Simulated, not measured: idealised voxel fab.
voxel double patterning: a process module
Section shown: cut. Width: 170 nm. Cell size: 5 nm, square.
Format of a cross-section: grid, square cells. Given as bands. Order: top down. Band: one or more rows of cells. A band entry consists of two parts. The first gives the height of the band's top and the height of its bottom, in nm. The rest lists the band's materials from left to right, each with its width in nm. A single material labelled with the word "throughout" fills the band from edge to edge, and the word "air" marks empty space. Beneath 0, the wafer as received is one material, and that level is where height counting begins. The lowest band goes on downward without a bottom; it is written like "0..down". Top row gets the first number, bottom row gets the second, and each row in between changes by the same step: that is how a band width like "30 to 40" works. When a step is marked "no alteration", none of the cells in the cross-section changed during that step. Voids not open to the top, 8 cells minimum: see "Closed cavities". Written width x height at distance; distance is from the left edge; nm. Formally, on a step line, whatever follows the settings is a remark that the simulator itself makes on the step. overlay nm: mask right of planned place by this much (step with mask). Neg. = left.

## Listed below are the process steps as planned
1,RECEIVE | material Si
2,CONFORMAL_DEP | material SiO2 | thk nm 5
3,DIRECTIONAL_DEP | material TiN | thk nm 20
4,DIRECTIONAL_DEP | material SiN | thk nm 10
5,MASKED_ETCH | tone open | mask id FIRST | width nm 15 | pitch nm 50 | etch materials SiN | depth nm 10 | overlay nm 0
6,DIRECTIONAL_DEP | material aC | thk nm 10
7,PATTERN | tone open | mask id SECOND | material resist | width nm 15 | thk nm 30 | overlay nm 0
8,DIRECTIONAL_ETCH | etch materials aC | depth nm 10
9,STRIP | etch materials resist
10,DIRECTIONAL_ETCH | etch materials SiN | depth nm 10
11,STRIP | etch materials aC
12,DIRECTIONAL_ETCH | etch materials TiN | depth nm 20
13,STRIP | etch materials SiN
The wafers in this document start out alike and differ in the width nm applied at step 5; the plan shows the value used for the first wafer.

## The first of several wafers in cross-section, exactly as it reached us after step 1
    0..down  Si throughout
    Closed cavities: none

## For your reference, the table is organized with a row per wafer; each row reflects the wafer at the end of the module, indicating for each material the cells gained (+) or lost (-) since receipt, and thereafter its closed voids
width nm 15, +34 SiO2, +100 TiN, Closed cavities: none
width nm 20, +34 SiO2, +92 TiN, Closed cavities: none
width nm 25, +34 SiO2, +84 TiN, Closed cavities: none
width nm 30, +34 SiO2, +76 TiN, Closed cavities: none
